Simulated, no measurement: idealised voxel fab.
The document below concerns the process module designated voxel transistor to metal.
Displayed cross-section: cut, width of 200 nm, square cells sized 5 nm.
A cross-section in this document is a grid of square cells, and it is written down as bands, the top band listed before the ones below it; a band is made up of one or more rows of cells.
It is stipulated that each band's entry specify, in nanometres, the height of the top of the band and then that of its bottom, followed by the materials of the band in left-to-right sequence, each together with its width in nanometres. A single material marked by the word "everywhere" is understood to fill the band from edge to edge; the word "empty" is understood to denote empty space.
Note: height 0 marks the level under which the wafer is uniformly one material as received. Lowest band unbounded below, written "0..down".
Think of "30..40" as a width that walks from the first number to the second as you go down the band, top row to bottom row, taking equal-sized steps from row to row.
For the purposes of this document, the phrase "nothing got changed" attached to a step denotes that no cell within the cross-section was modified by that step.
Enclosed voids (no open way to top), threshold 8 cells or more, entry "Sealed voids", notation width x height at distance, distance from left edge, nm.
That trailing text on a step's line, after the settings, is the simulator's own remark on the step.
overlay nm: mask offset rightward from planned place, masked step; negative means leftward offset.

-- Process steps (planned)
step 1: RECEIVE: material Si
step 2: CONFORMAL_DEP: material SiO2, thk nm 5
step 3: CONFORMAL_DEP: material SiN, thk nm 15
step 4: DIRECTIONAL_DEP: material aC, thk nm 10
step 5: PATTERN: tone cover, mask id ACTIVE, material resist, width nm 110, thk nm 30, overlay nm 0
step 6: DIRECTIONAL_ETCH: etch materials aC, depth nm 10
step 7: STRIP: etch materials resist
step 8: DIRECTIONAL_ETCH: etch materials SiN, depth nm 15
step 9: DIRECTIONAL_ETCH: etch materials SiO2, depth nm 5
step 10: DIRECTIONAL_ETCH: etch materials Si, depth nm 30
step 11: STRIP: etch materials aC
step 12: OXIDIZE: depth nm 5
step 13: FILL_DEP: material SiO2, thk nm 15
step 14: CMP: height nm 20
step 15: SELECTIVE_ETCH: etch materials SiO2, depth nm 10
step 16: STRIP: etch materials SiN
step 17: SELECTIVE_ETCH: etch materials SiO2, depth nm 5
step 18: OXIDIZE: depth nm 5
step 19: DIRECTIONAL_DEP: material polySi, thk nm 25
step 20: DIRECTIONAL_DEP: material SiCN, thk nm 10
step 21: MASKED_ETCH: tone cover, mask id GATE, width nm 20, etch materials SiCN, depth nm 20, overlay nm 0
step 22: MASKED_ETCH: tone cover, mask id GATE, width nm 20, etch materials polySi, depth nm 35, overlay nm 0
step 23: CONFORMAL_DEP: material SiO2, thk nm 5
step 24: DIRECTIONAL_ETCH: etch materials SiO2, depth nm 5
step 25: CONFORMAL_DEP: material SiN, thk nm 5
step 26: DIRECTIONAL_ETCH: etch materials SiN, depth nm 5
step 27: DIRECTIONAL_ETCH: etch materials SiO2, depth nm 5
step 28: DIRECTIONAL_ETCH: etch materials Si, depth nm 15
step 29: EPI: material nSi, thk nm 15
step 30: FILL_DEP: material SiO2, thk nm 10
step 31: CMP: height nm 35
step 32: DIRECTIONAL_DEP: material SiO2, thk nm 10
step 33: DIRECTIONAL_DEP: material aC, thk nm 15
step 34: PATTERN: tone open, mask id CONTACT, material resist, width nm 15, pitch nm 75, thk nm 35, overlay nm 0
step 35: DIRECTIONAL_ETCH: etch materials aC, depth nm 15
step 36: STRIP: etch materials resist
step 37: DIRECTIONAL_ETCH: etch materials SiO2, depth nm 50
step 38: STRIP: etch materials aC
step 39: CONFORMAL_DEP: material TiN, thk nm 5
step 40: FILL_DEP: material Ru, thk nm 10
step 41: CMP: height nm 45
step 42: DIRECTIONAL_DEP: material TiN, thk nm 5
step 43: DIRECTIONAL_DEP: material Ru, thk nm 15
step 44: DIRECTIONAL_DEP: material aC, thk nm 10
step 45: PATTERN: tone cover, mask id METAL_1, material resist, width nm 15, pitch nm 75, thk nm 30, overlay nm 0
step 46: DIRECTIONAL_ETCH: etch materials aC, depth nm 10
step 47: STRIP: etch materials resist
step 48: DIRECTIONAL_ETCH: etch materials Ru, depth nm 15
step 49: DIRECTIONAL_ETCH: etch materials TiN, depth nm 5
step 50: STRIP: etch materials aC
step 51: FILL_DEP: material SiO2, thk nm 10
step 52: CMP: height nm 65
step 53: CONFORMAL_DEP: material SiCN, thk nm 5
step 54: DIRECTIONAL_DEP: material SiO2, thk nm 30
step 55: DIRECTIONAL_DEP: material aC, thk nm 15
step 56: PATTERN: tone open, mask id METAL_2, material resist, width nm 15, pitch nm 75, thk nm 30, overlay nm 0
step 57: DIRECTIONAL_ETCH: etch materials aC, depth nm 15
step 58: STRIP: etch materials resist
step 59: DIRECTIONAL_ETCH: etch materials SiO2, depth nm 20
step 60: STRIP: etch materials aC
step 61: PATTERN: tone open, mask id METAL_2_HOLES, material resist, width nm 15, pitch nm 75, thk nm 20, overlay nm 0
step 62: DIRECTIONAL_ETCH: etch materials SiO2, depth nm 10
step 63: DIRECTIONAL_ETCH: etch materials SiCN, depth nm 5
step 64: STRIP: etch materials resist
step 65: CONFORMAL_DEP: material TiN, thk nm 5
step 66: FILL_DEP: material Cu, thk nm 5
step 67: CMP: height nm 100
step 68: CONFORMAL_DEP: material SiN, thk nm 5

-- Cross-section: wafer on arrival = after step 1
    0..down | Si everywhere
    Sealed voids: none

-- Looking at the first of two wafers in cross-section at end of module - ran to plan
    105..100 | SiN everywhere
    100..70 | 55 of SiO2, 5 of TiN, 5 of Cu, 5 of TiN, 60 of SiO2, 5 of TiN, 5 of Cu, 5 of TiN, 55 of SiO2
    70..65 | 55 of SiCN, 15 of TiN, 60 of SiCN, 15 of TiN, 55 of SiCN
    65..50 | 55 of SiO2, 15 of Ru, 60 of SiO2, 15 of Ru, 55 of SiO2
    50..45 | 55 of SiO2, 15 of TiN, 60 of SiO2, 15 of TiN, 55 of SiO2
    45..35 | 55 of SiO2, 5 of TiN, 5 of Ru, 5 of TiN, 60 of SiO2, 5 of TiN, 5 of Ru, 5 of TiN, 55 of SiO2
    35..25 | 55 of SiO2, 5 of TiN, 5 of Ru, 5 of TiN, 10 of SiO2, 5 of SiN, 5 of SiO2, 20 of SiCN, 5 of SiO2, 5 of SiN, 10 of SiO2, 5 of TiN, 5 of Ru, 5 of TiN, 55 of SiO2
    25..15 | 55 of SiO2, 5 of TiN, 5 of Ru, 5 of TiN, 10 of SiO2, 5 of SiN, 5 of SiO2, 20 of polySi, 5 of SiO2, 5 of SiN, 10 of SiO2, 5 of TiN, 5 of Ru, 5 of TiN, 55 of SiO2
    15..10 | 55 of SiO2, 15 of TiN, 10 of SiO2, 5 of SiN, 5 of SiO2, 20 of polySi, 5 of SiO2, 5 of SiN, 10 of SiO2, 15 of TiN, 55 of SiO2
    10..5 | 55 of SiO2, 10 of TiN, 15 of nSi, 5 of SiN, 5 of SiO2, 20 of polySi, 5 of SiO2, 5 of SiN, 15 of nSi, 10 of TiN, 55 of SiO2
    5..0 | 45 of SiO2, 5 of SiN, 5 of SiO2, 10 of TiN, 15 of nSi, 5 of SiN, 5 of SiO2, 20 of polySi, 5 of SiO2, 5 of SiN, 15 of nSi, 10 of TiN, 5 of SiO2, 5 of SiN, 45 of SiO2
    0..-5 | 55 of SiO2, 10 of TiN, 15 of nSi, 40 of SiO2, 15 of nSi, 10 of TiN, 55 of SiO2
    -5..-20 | 50 of SiO2, 30 of nSi, 40 of Si, 30 of nSi, 50 of SiO2
    -20..-35 | 50 of SiO2, 100 of Si, 50 of SiO2
    -35..down | Si everywhere
    Sealed voids: none

-- Cross-sectional image of the second wafer of the two following completion of the module. Starting state and process plan were the same as for the first wafer; one execution error occurred
    105..100 | SiN everywhere
    100..70 | 55 of SiO2, 5 of TiN, 5 of Cu, 5 of TiN, 60 of SiO2, 5 of TiN, 5 of Cu, 5 of TiN, 55 of SiO2
    70..65 | 55 of SiCN, 15 of TiN, 60 of SiCN, 15 of TiN, 55 of SiCN
    65..60 | 55 of SiO2, 15 of TiN, 60 of SiO2, 15 of TiN, 55 of SiO2
    60..45 | Ru everywhere
    45..35 | 55 of SiO2, 5 of TiN, 5 of Ru, 5 of TiN, 60 of SiO2, 5 of TiN, 5 of Ru, 5 of TiN, 55 of SiO2
    35..25 | 55 of SiO2, 5 of TiN, 5 of Ru, 5 of TiN, 10 of SiO2, 5 of SiN, 5 of SiO2, 20 of SiCN, 5 of SiO2, 5 of SiN, 10 of SiO2, 5 of TiN, 5 of Ru, 5 of TiN, 55 of SiO2
    25..15 | 55 of SiO2, 5 of TiN, 5 of Ru, 5 of TiN, 10 of SiO2, 5 of SiN, 5 of SiO2, 20 of polySi, 5 of SiO2, 5 of SiN, 10 of SiO2, 5 of TiN, 5 of Ru, 5 of TiN, 55 of SiO2
    15..10 | 55 of SiO2, 15 of TiN, 10 of SiO2, 5 of SiN, 5 of SiO2, 20 of polySi, 5 of SiO2, 5 of SiN, 10 of SiO2, 15 of TiN, 55 of SiO2
    10..5 | 55 of SiO2, 10 of TiN, 15 of nSi, 5 of SiN, 5 of SiO2, 20 of polySi, 5 of SiO2, 5 of SiN, 15 of nSi, 10 of TiN, 55 of SiO2
    5..0 | 45 of SiO2, 5 of SiN, 5 of SiO2, 10 of TiN, 15 of nSi, 5 of SiN, 5 of SiO2, 20 of polySi, 5 of SiO2, 5 of SiN, 15 of nSi, 10 of TiN, 5 of SiO2, 5 of SiN, 45 of SiO2
    0..-5 | 55 of SiO2, 10 of TiN, 15 of nSi, 40 of SiO2, 15 of nSi, 10 of TiN, 55 of SiO2
    -5..-20 | 50 of SiO2, 30 of nSi, 40 of Si, 30 of nSi, 50 of SiO2
    -20..-35 | 50 of SiO2, 100 of Si, 50 of SiO2
    -35..down | Si everywhere
    Sealed voids: none
Run error: so 42 and 43 got swapped relative to the plan, each ran where the other was supposed to
Materials where the second wafer ends with more or fewer cells than the first: Ru +102; SiO2 -102
